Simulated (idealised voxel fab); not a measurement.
Process module heading - voxel air gaps
It is cross-section cut that appears here, measuring 245 nm in width, its square cells being 5 nm in size.
Cross-section spec: square-cell grid; bands listed top down; each band is one or more rows.
Within each band entry, the heights of the top and of the bottom of the band appear first, in that order and in nm; the materials of the band then follow from left to right, each with its corresponding width in nm. The designation "full width" on a single material indicates that it fills the band from edge to edge; the designation "empty" indicates empty space.
Height 0 is the level under which the wafer as received is all one material. The lowest band goes on downwards, as in "0 and below".
Note: "30..40" means the width goes from the first number (top row of the band) to the second number (bottom row) in equal steps per row of cells.
Where the words "all unchanged" appear for a step, the cross-section shows no cell changed by that step; every cell remained as before.
For the entry "Enclosed cavity list", the listed items are empty spaces with no open way to the top whose size is 8 cells or more; each item follows the pattern width x height at distance, where distance is from the left edge and all three are in nm.
Text after the settings on a step's line: the simulator's own remark on that step.
overlay nm: for a step with a mask, the amount by which the mask lay right of where it was planned; a negative amount means left of it.
# Process steps (planned)
1: RECEIVE | material Si
2: CONFORMAL_DEP | material SiO2 | thk nm 15
3: CONFORMAL_DEP | material SiCN | thk nm 5
4: DIRECTIONAL_DEP | material lowk | thk nm 35
5: PATTERN | tone open | mask id LINES | material resist | width nm 25 | pitch nm 55 | thk nm 20 | overlay nm 0
6: DIRECTIONAL_ETCH | etch materials lowk | depth nm 35
7: STRIP | etch materials resist
8: CONFORMAL_DEP | material TiN | thk nm 5
9: FILL_DEP | material W | thk nm 5
10: CMP | height nm 55
11: EPI | material Ru | thk nm 10
12: SELECTIVE_ETCH | etch materials lowk | depth nm 45
13: CONFORMAL_DEP | material SiCN | thk nm 5
# Cross-sectional view of the wafer in its as-received condition, corresponding to the state after step 1
0 and below | Si full width
Enclosed cavity list: none
# Wafer cross-section at module end: first of two, run to plan
70 down to 65 | 40 empty  165 SiCN  40 empty
65 down to 55 | 40 empty  5 SiCN  45 Ru  10 SiCN  45 Ru  10 SiCN  45 Ru  5 SiCN  40 empty
55 down to 50 | 40 empty  15 SiCN  5 TiN  15 W  5 TiN  30 SiCN  5 TiN  15 W  5 TiN  30 SiCN  5 TiN  15 W  5 TiN  15 SiCN  40 empty
50 down to 25 | 50 empty  5 SiCN  5 TiN  15 W  5 TiN  5 SiCN  20 empty  5 SiCN  5 TiN  15 W  5 TiN  5 SiCN  20 empty  5 SiCN  5 TiN  15 W  5 TiN  5 SiCN  50 empty
25 down to 20 | 55 SiCN  25 TiN  30 SiCN  25 TiN  30 SiCN  25 TiN  55 SiCN
20 down to 15 | SiCN full width
15 down to 0 | SiO2 full width
0 and below | Si full width
Enclosed cavity list: 20 x 25 at 85; 20 x 25 at 140
# Second of two wafers, module complete, sectioned: it shares the first wafer's start and plan but was run with one mistake
70 down to 65 | 40 empty  165 SiCN  40 empty
65 down to 55 | 40 empty  5 SiCN  45 Ru  10 SiCN  45 Ru  10 SiCN  45 Ru  5 SiCN  40 empty
55 down to 50 | 40 empty  15 SiCN  5 TiN  15 W  5 TiN  30 SiCN  5 TiN  15 W  5 TiN  30 SiCN  5 TiN  15 W  5 TiN  15 SiCN  40 empty
50 down to 25 | 50 empty  5 SiCN  5 TiN  15 W  5 TiN  5 SiCN  20 empty  5 SiCN  5 TiN  15 W  5 TiN  5 SiCN  20 empty  5 SiCN  5 TiN  15 W  5 TiN  5 SiCN  50 empty
25 down to 20 | 50 empty  5 SiCN  25 TiN  5 SiCN  20 empty  5 SiCN  25 TiN  5 SiCN  20 empty  5 SiCN  25 TiN  5 SiCN  50 empty
20 down to 15 | 65 SiCN  5 lowk  50 SiCN  5 lowk  50 SiCN  5 lowk  65 SiCN
15 down to 0 | SiO2 full width
0 and below | Si full width
Enclosed cavity list: 20 x 30 at 85; 20 x 30 at 140
Diagnosis: rather than as planned, step 3 actually ran as CONFORMAL_DEP | material lowk | thk nm 5
Upon completion, the second wafer contains, in terms of cells, a greater or smaller amount of certain materials than the first wafer: 31 fewer of SiCN | 3 more of lowk
